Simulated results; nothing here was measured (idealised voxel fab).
The name of this process module is voxel fin reveal.
The cross-section on display is named cut; it measures 185 nm wide, and its cells are 5 nm squares.
Cross-section = grid of square cells, listed top down in bands; band = one or more rows. What a band's entry tells you: where the top is and where the bottom is, as heights in nm, and after that what lies inside, material by material from left to right, each with its width in nm. Empty space is written as the word "air", and a single material marked with the word "all across" occupies the band from edge to edge. Zero point of the height axis is 0; under it, received wafer = one material. Lowest band: continues down indefinitely, "z 0 and below". Width: "30..40" (first number = top row, second number = bottom row, same change from row to row of cells). Where the words "no change" appear for a step, the cross-section shows no cell changed by that step; every cell remained as before. "Enclosed void inventory" - sealed voids, min. 8 cells, no opening to top; format: width x height at distance (distance from left edge; nm throughout). Whatever follows a step's settings on its line is a remark the simulator itself makes about that step. For masked steps, "overlay nm" on the step line gives how far right of plan the mask actually lay; a minus sign means it lay to the left.

PROCESS STEPS (PLANNED)
1. RECEIVE [material Si]
2. CONFORMAL_DEP [material SiN] [thk nm 5]
3. DIRECTIONAL_DEP [material aC] [thk nm 15]
4. PATTERN [tone cover] [mask id FINS] [material resist] [width nm 15] [pitch nm 45] [thk nm 35] [overlay nm -15]
5. DIRECTIONAL_ETCH [etch materials aC] [depth nm 15]
6. STRIP [etch materials resist]
7. DIRECTIONAL_ETCH [etch materials SiN] [depth nm 5]
8. DIRECTIONAL_ETCH [etch materials Si] [depth nm 35]
9. STRIP [etch materials aC]
10. OXIDIZE [depth nm 5]
11. FILL_DEP [material SiO2] [thk nm 10]
12. CMP [height nm 5]
13. SELECTIVE_ETCH [etch materials SiO2] [depth nm 20]
14. STRIP [etch materials SiN]
15. CONFORMAL_DEP [material SiO2] [thk nm 5]
Variable across wafers: step 4 overlay nm (plan value is that of the first wafer; starting state common to all).

CROSS-SECTION: THE FIRST OF SEVERAL WAFERS IN ITS AS-RECEIVED STATE, I.E. FOLLOWING STEP 1
	z 0 and below = Si all across
	Enclosed void inventory: none

BELOW: A ROW PER WAFER. CONTENTS AT END OF MODULE: FOR EVERY MATERIAL, CELLS GAINED SINCE RECEIPT (+) OR LOST SINCE RECEIPT (-); THEN CLOSED VOIDS
overlay nm -15 | -280 Si | +224 SiO2 | Enclosed void inventory: none
overlay nm -10 | -280 Si | +224 SiO2 | Enclosed void inventory: none
overlay nm -5 | -280 Si | +224 SiO2 | Enclosed void inventory: none
overlay nm 0 | -280 Si | +224 SiO2 | Enclosed void inventory: none
overlay nm 5 | -280 Si | +224 SiO2 | Enclosed void inventory: none
overlay nm 10 | -280 Si | +224 SiO2 | Enclosed void inventory: none
overlay nm 15 | -280 Si | +224 SiO2 | Enclosed void inventory: none
